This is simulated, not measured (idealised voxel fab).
Module name: voxel self aligned contacts (process module)
The cross-section on display is named cut; it measures 220 nm wide, and its cells are 5 nm squares.
Cross-section spec: square-cell grid; bands listed top down; each band is one or more rows.
Within each band entry, the heights of the top and of the bottom of the band appear first, in that order and in nm; the materials of the band then follow from left to right, each with its corresponding width in nm. The designation "full width" on a single material indicates that it fills the band from edge to edge; the designation "empty" indicates empty space.
Basically, 0 is our baseline, since under it the wafer straight out of the box is all one material. The bottom band has no lower end and keeps on going down, so it looks like "0..down".
The expression "30->40" gives the width at the extremes of the band, the first number at its top row of cells and the second at its bottom row, with the width changing by equal amounts from each row to the next in between.
"nothing got changed", as given for a step, is the statement that not any cell of the cross-section underwent a change during that step.
For the entry "Closed empty spaces", the listed items are empty spaces with no open way to the top whose size is 8 cells or more; each item follows the pattern width x height at distance, where distance is from the left edge and all three are in nm.
Step line, after settings: the simulator's comment on this step.
A step's line can hold "overlay nm"; with a mask on that step, the setting says how far right of the planned place the mask lay, while a negative setting says it lay to the left.

THE PLANNED PROCESS STEPS ARE ENUMERATED HEREUNDER
1: RECEIVE: material Si
2: CONFORMAL_DEP: material SiO2, thk nm 5
3: DIRECTIONAL_DEP: material polySi, thk nm 30
4: DIRECTIONAL_DEP: material SiN, thk nm 15
5: PATTERN: tone cover, mask id GATE, material resist, width nm 25, pitch nm 55, thk nm 20, overlay nm 0
6: DIRECTIONAL_ETCH: etch materials SiN, depth nm 15
7: DIRECTIONAL_ETCH: etch materials polySi, depth nm 30
8: STRIP: etch materials resist
9: CONFORMAL_DEP: material SiN, thk nm 5
10: DIRECTIONAL_ETCH: etch materials SiN, depth nm 5
11: FILL_DEP: material SiO2, thk nm 10
12: CMP: height nm 55
13: PATTERN: tone open, mask id CONTACT, material resist, width nm 40, pitch nm 55, thk nm 20, overlay nm 0
14: DIRECTIONAL_ETCH: etch materials SiO2, depth nm 55
15: STRIP: etch materials resist
16: CONFORMAL_DEP: material TiN, thk nm 5
17: FILL_DEP: material W, thk nm 5
18: CMP: height nm 55
19: CONFORMAL_DEP: material SiCN, thk nm 5

AS RECEIVED (POST STEP 1): CROSS-SECTION
0..down = Si full width
Closed empty spaces: none

CROSS-SECTION TAKEN AT MODULE COMPLETION ON THE FIRST OF TWO WAFERS; PROCESSED PER THE PLAN
60..55 = SiCN full width
55..50 = SiO2: 60; TiN: 15; W: 10; TiN: 15; SiO2: 15; TiN: 15; W: 10; TiN: 15; SiO2: 65
50..35 = SiO2: 35; SiN: 35; TiN: 5; W: 10; TiN: 5; SiN: 35; TiN: 5; W: 10; TiN: 5; SiN: 35; SiO2: 40
35..5 = SiO2: 35; SiN: 5; polySi: 25; SiN: 5; TiN: 5; W: 10; TiN: 5; SiN: 5; polySi: 25; SiN: 5; TiN: 5; W: 10; TiN: 5; SiN: 5; polySi: 25; SiN: 5; SiO2: 40
5..0 = SiO2: 70; TiN: 20; SiO2: 35; TiN: 20; SiO2: 75
0..down = Si full width
Closed empty spaces: none

WAFER TWO, SECTIONED AFTER THE MODULE: THE FIRST WAFER'S START, THE FIRST WAFER'S PLAN, AND ONE MISTAKE IN HOW IT WAS RUN
60..55 = SiCN full width
55..40 = SiO2: 35; SiN: 5; polySi: 25; SiN: 5; TiN: 5; W: 10; TiN: 5; SiN: 5; polySi: 25; SiN: 5; TiN: 5; W: 10; TiN: 5; SiN: 5; polySi: 25; SiN: 5; SiO2: 40
40..35 = SiO2: 35; SiN: 5; polySi: 25; SiN: 5; TiN: 20; SiN: 5; polySi: 25; SiN: 5; TiN: 20; SiN: 5; polySi: 25; SiN: 5; SiO2: 40
35..5 = polySi full width
5..0 = SiO2 full width
0..down = Si full width
Closed empty spaces: none
Nonconformance to the process plan: step 3, plan: ran twice
Final difference in cells, second wafer against first, listed per material as more or fewer: -75 SiN, -95 SiO2, -36 TiN, -28 W, +234 polySi
